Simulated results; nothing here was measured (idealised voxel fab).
Presented below is a process module, voxel fin reveal.
Cross-section cut: width 180 nm, square cells of 5 nm.
Cross-section spec: square-cell grid; bands listed top down; each band is one or more rows. Band entry format. Leading values: height of top, height of bottom, nm. Remainder: materials in left-to-right order, each with its width in nm. Special words: "all across" on a single material, which then fills the band edge to edge; "empty", empty space. It should be noted that heights are counted from 0, beneath which the wafer as supplied is of one material throughout, and that the lowest band possesses no lower boundary but continues downward, as written in "0 nm and below". Width "30..40": first value at the band's top row of cells, second value at its bottom row, equal change from row to row. Step note "no change occurred" = no cross-section cell changed. This entry, "Enclosed void listing", enumerates those empty regions of no fewer than 8 cells that possess no open connection to the top. Each region is reported in the form width x height at distance, the distance being taken from the left edge, with all three quantities expressed in nm. Step line, after settings: the simulator's comment on this step. The optional step-line setting "overlay nm" applies to steps with a mask and quantifies how far to the right of its planned location the mask lay, a negative value indicating leftward placement.

**Planned process steps**
1. RECEIVE with material Si
2. CONFORMAL_DEP with material SiN, thk nm 10
3. PATTERN with tone cover, mask id FINS, material resist, width nm 15, pitch nm 45, thk nm 15, overlay nm 0
4. DIRECTIONAL_ETCH with etch materials SiN, depth nm 10
5. DIRECTIONAL_ETCH with etch materials Si, depth nm 40
6. STRIP with etch materials resist
7. OXIDIZE with depth nm 5
8. FILL_DEP with material SiO2, thk nm 10
9. CMP with height nm 10
10. SELECTIVE_ETCH with etch materials SiO2, depth nm 30
11. STRIP with etch materials SiN
12. CONFORMAL_DEP with material HfO2, thk nm 5

**Concerning the first of two wafers, which was run in accordance with the plan**

**Wafer as received: cross-section following step 1**
    0 nm and below  Si all across
    Enclosed void listing: none

**Cross-sectional representation of the wafer at the conclusion of step 2**
    10 nm to 0 nm  SiN all across
    Below 0, the layers are the same as they were.

**Cross-sectional representation of the wafer at the conclusion of step 3**
    25 nm to 10 nm  empty: 60, resist: 15, empty: 30, resist: 15, empty: 60
    Below 10, the layers are the same as they were.

**Cross-sectional representation of the wafer at the conclusion of step 4**
    25 nm to 10 nm  empty: 60, resist: 15, empty: 30, resist: 15, empty: 60
    10 nm to 0 nm  empty: 60, SiN: 15, empty: 30, SiN: 15, empty: 60
    Below 0, the layers are the same as they were.

**Cross-sectional representation of the wafer at the conclusion of step 5**
    25 nm to 10 nm  empty: 60, resist: 15, empty: 30, resist: 15, empty: 60
    10 nm to 0 nm  empty: 60, SiN: 15, empty: 30, SiN: 15, empty: 60
    0 nm to -40 nm  empty: 60, Si: 15, empty: 30, Si: 15, empty: 60
    Below -40, the layers are the same as they were.

**Cross-sectional representation of the wafer at the conclusion of step 6**
    10 nm to 0 nm  empty: 60, SiN: 15, empty: 30, SiN: 15, empty: 60
    Below 0, the layers are the same as they were.

**Cross-sectional representation of the wafer at the conclusion of step 7**
    10 nm to 0 nm  empty: 60, SiN: 15, empty: 30, SiN: 15, empty: 60
    0 nm to -40 nm  empty: 60, SiO2: 5, Si: 5, SiO2: 5, empty: 30, SiO2: 5, Si: 5, SiO2: 5, empty: 60
    -40 nm to -45 nm  SiO2: 65, Si: 5, SiO2: 40, Si: 5, SiO2: 65
    Below -45, the layers are the same as they were.

**Cross-sectional representation of the wafer at the conclusion of step 8**
    20 nm to 10 nm  SiO2 all across
    10 nm to 0 nm  SiO2: 60, SiN: 15, SiO2: 30, SiN: 15, SiO2: 60
    0 nm to -45 nm  SiO2: 65, Si: 5, SiO2: 40, Si: 5, SiO2: 65
    Below -45, the layers are the same as they were.

**Cross-sectional representation of the wafer at the conclusion of step 9**
    10 nm to 0 nm  SiO2: 60, SiN: 15, SiO2: 30, SiN: 15, SiO2: 60
    Below 0, the layers are the same as they were.

**Cross-sectional representation of the wafer at the conclusion of step 10**
    10 nm to 0 nm  empty: 60, SiN: 15, empty: 30, SiN: 15, empty: 60
    0 nm to -20 nm  empty: 65, Si: 5, empty: 40, Si: 5, empty: 65
    Below -20, the layers are the same as they were.

**Cross-sectional representation of the wafer at the conclusion of step 11**
    0 nm to -20 nm  empty: 65, Si: 5, empty: 40, Si: 5, empty: 65
    Below -20, the layers are the same as they were.

**Cross-sectional representation of the wafer at the conclusion of step 12**
    5 nm to 0 nm  empty: 60, HfO2: 15, empty: 30, HfO2: 15, empty: 60
    0 nm to -15 nm  empty: 60, HfO2: 5, Si: 5, HfO2: 5, empty: 30, HfO2: 5, Si: 5, HfO2: 5, empty: 60
    -15 nm to -20 nm  HfO2: 65, Si: 5, HfO2: 40, Si: 5, HfO2: 65
    Below -20, the layers are the same as they were.

**Second Wafer (Identical Start and Plan, One Processing Error; Matches First Wafer Through Step 4)**

**X-section, second wafer, when step 5 was due to finish**
    25 nm to 10 nm  empty: 60, resist: 15, empty: 30, resist: 15, empty: 60
    10 nm to 0 nm  empty: 60, SiN: 15, empty: 30, SiN: 15, empty: 60
    0 nm to -35 nm  empty: 60, Si: 15, empty: 30, Si: 15, empty: 60
    Below -35, the layers are the same as they were.

**X-section, second wafer, when step 6 was due to finish**
    10 nm to 0 nm  empty: 60, SiN: 15, empty: 30, SiN: 15, empty: 60
    Below 0, the layers are the same as they were.

**X-section, second wafer, when step 7 was due to finish**
    10 nm to 0 nm  empty: 60, SiN: 15, empty: 30, SiN: 15, empty: 60
    0 nm to -35 nm  empty: 60, SiO2: 5, Si: 5, SiO2: 5, empty: 30, SiO2: 5, Si: 5, SiO2: 5, empty: 60
    -35 nm to -40 nm  SiO2: 65, Si: 5, SiO2: 40, Si: 5, SiO2: 65
    Below -40, the layers are the same as they were.

**X-section, second wafer, when step 8 was due to finish**
    20 nm to 10 nm  SiO2 all across
    10 nm to 0 nm  SiO2: 60, SiN: 15, SiO2: 30, SiN: 15, SiO2: 60
    0 nm to -40 nm  SiO2: 65, Si: 5, SiO2: 40, Si: 5, SiO2: 65
    Below -40, the layers are the same as they were.

**X-section, second wafer, when step 9 was due to finish**
    10 nm to 0 nm  SiO2: 60, SiN: 15, SiO2: 30, SiN: 15, SiO2: 60
    Below 0, the layers are the same as they were.

**X-section, second wafer, when step 10 was due to finish**
    10 nm to 0 nm  empty: 60, SiN: 15, empty: 30, SiN: 15, empty: 60
    0 nm to -20 nm  empty: 65, Si: 5, empty: 40, Si: 5, empty: 65
    Below -20, the layers are the same as they were.

**X-section, second wafer, when step 11 was due to finish**
    0 nm to -20 nm  empty: 65, Si: 5, empty: 40, Si: 5, empty: 65
    Below -20, the layers are the same as they were.

**X-section, second wafer, when step 12 was due to finish**
    5 nm to 0 nm  empty: 60, HfO2: 15, empty: 30, HfO2: 15, empty: 60
    0 nm to -15 nm  empty: 60, HfO2: 5, Si: 5, HfO2: 5, empty: 30, HfO2: 5, Si: 5, HfO2: 5, empty: 60
    -15 nm to -20 nm  HfO2: 65, Si: 5, HfO2: 40, Si: 5, HfO2: 65
    Below -20, the layers are the same as they were.
The mistake made against the process plan was this: step 5 was run on a setting that differed from the plan, and what really ran there is DIRECTIONAL_ETCH with etch materials Si, depth nm 35
At the finish, the second wafer shows more or fewer cells for some materials than the first does: +34 Si, -34 SiO2
